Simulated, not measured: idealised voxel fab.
process module | voxel trench capacitor
cross-section cut | 230 nm wide | cells 5 nm
A cross-section is a grid of square cells, given in bands from the top down. A band is one or more rows of cells.
Each band's line starts with the height of the band's top and of its bottom, in nm. Then come its materials from left to right, each with its width in nm. One material with "throughout" fills the band from edge to edge. "air" is empty space.
Height 0 is the level under which the wafer as received is all one material. The lowest band goes on downwards, as in "0 down".
A width such as "30 to 40" changes by the same amount from each row of cells to the next, from the band's top row to its bottom row.
"no change" after a step means that no cell of the cross-section changed.
closed voids: empty space of 8 cells or more with no open way to the top, each as width x height at its distance from the left edge, in nm
after a step's settings: what the simulator itself notes on the step
overlay nm, on a step with a mask: how far to the right of its planned place the mask lay; to the left if negative
plan
1 op RECEIVE | material Si
2 op CONFORMAL_DEP | material SiN | thk nm 5
3 op DIRECTIONAL_DEP | material aC | thk nm 15
4 op PATTERN | tone open | mask id TRENCH | material resist | width nm 30 | pitch nm 55 | thk nm 35 | overlay nm 0
5 op DIRECTIONAL_ETCH | etch materials aC | depth nm 15
6 op STRIP | etch materials resist
7 op DIRECTIONAL_ETCH | etch materials SiN | depth nm 5
8 op DIRECTIONAL_ETCH | etch materials Si | depth nm 35
9 op STRIP | etch materials aC
10 op CONFORMAL_DEP | material HfO2 | thk nm 5
11 op CONFORMAL_DEP | material TiN | thk nm 5
12 op FILL_DEP | material W | thk nm 5
13 op CMP | height nm 5
as received, after step 1
  0 down: Si throughout
  closed voids: none
first wafer at the end, as planned
  5 to 0: SiN 15 | HfO2 5 | TiN 5 | W 10 | TiN 5 | HfO2 5 | SiN 25 | HfO2 5 | TiN 5 | W 10 | TiN 5 | HfO2 5 | SiN 25 | HfO2 5 | TiN 5 | W 10 | TiN 5 | HfO2 5 | SiN 25 | HfO2 5 | TiN 5 | W 10 | TiN 5 | HfO2 5 | SiN 20
  0 to -25: Si 15 | HfO2 5 | TiN 5 | W 10 | TiN 5 | HfO2 5 | Si 25 | HfO2 5 | TiN 5 | W 10 | TiN 5 | HfO2 5 | Si 25 | HfO2 5 | TiN 5 | W 10 | TiN 5 | HfO2 5 | Si 25 | HfO2 5 | TiN 5 | W 10 | TiN 5 | HfO2 5 | Si 20
  -25 to -30: Si 15 | HfO2 5 | TiN 20 | HfO2 5 | Si 25 | HfO2 5 | TiN 20 | HfO2 5 | Si 25 | HfO2 5 | TiN 20 | HfO2 5 | Si 25 | HfO2 5 | TiN 20 | HfO2 5 | Si 20
  -30 to -35: Si 15 | HfO2 30 | Si 25 | HfO2 30 | Si 25 | HfO2 30 | Si 25 | HfO2 30 | Si 20
  -35 down: Si throughout
  closed voids: none
second wafer at the end: like start, like plan, one mistake
  5 to 0: SiN 15 | HfO2 5 | aC 5 | W 10 | aC 5 | HfO2 5 | SiN 25 | HfO2 5 | aC 5 | W 10 | aC 5 | HfO2 5 | SiN 25 | HfO2 5 | aC 5 | W 10 | aC 5 | HfO2 5 | SiN 25 | HfO2 5 | aC 5 | W 10 | aC 5 | HfO2 5 | SiN 20
  0 to -25: Si 15 | HfO2 5 | aC 5 | W 10 | aC 5 | HfO2 5 | Si 25 | HfO2 5 | aC 5 | W 10 | aC 5 | HfO2 5 | Si 25 | HfO2 5 | aC 5 | W 10 | aC 5 | HfO2 5 | Si 25 | HfO2 5 | aC 5 | W 10 | aC 5 | HfO2 5 | Si 20
  -25 to -30: Si 15 | HfO2 5 | aC 20 | HfO2 5 | Si 25 | HfO2 5 | aC 20 | HfO2 5 | Si 25 | HfO2 5 | aC 20 | HfO2 5 | Si 25 | HfO2 5 | aC 20 | HfO2 5 | Si 20
  -30 to -35: Si 15 | HfO2 30 | Si 25 | HfO2 30 | Si 25 | HfO2 30 | Si 25 | HfO2 30 | Si 20
  -35 down: Si throughout
  closed voids: none
what went wrong: step 11 ran as: op CONFORMAL_DEP | material aC | thk nm 5
at the end the second wafer has, in cells: 64 fewer of TiN | 64 more of aC
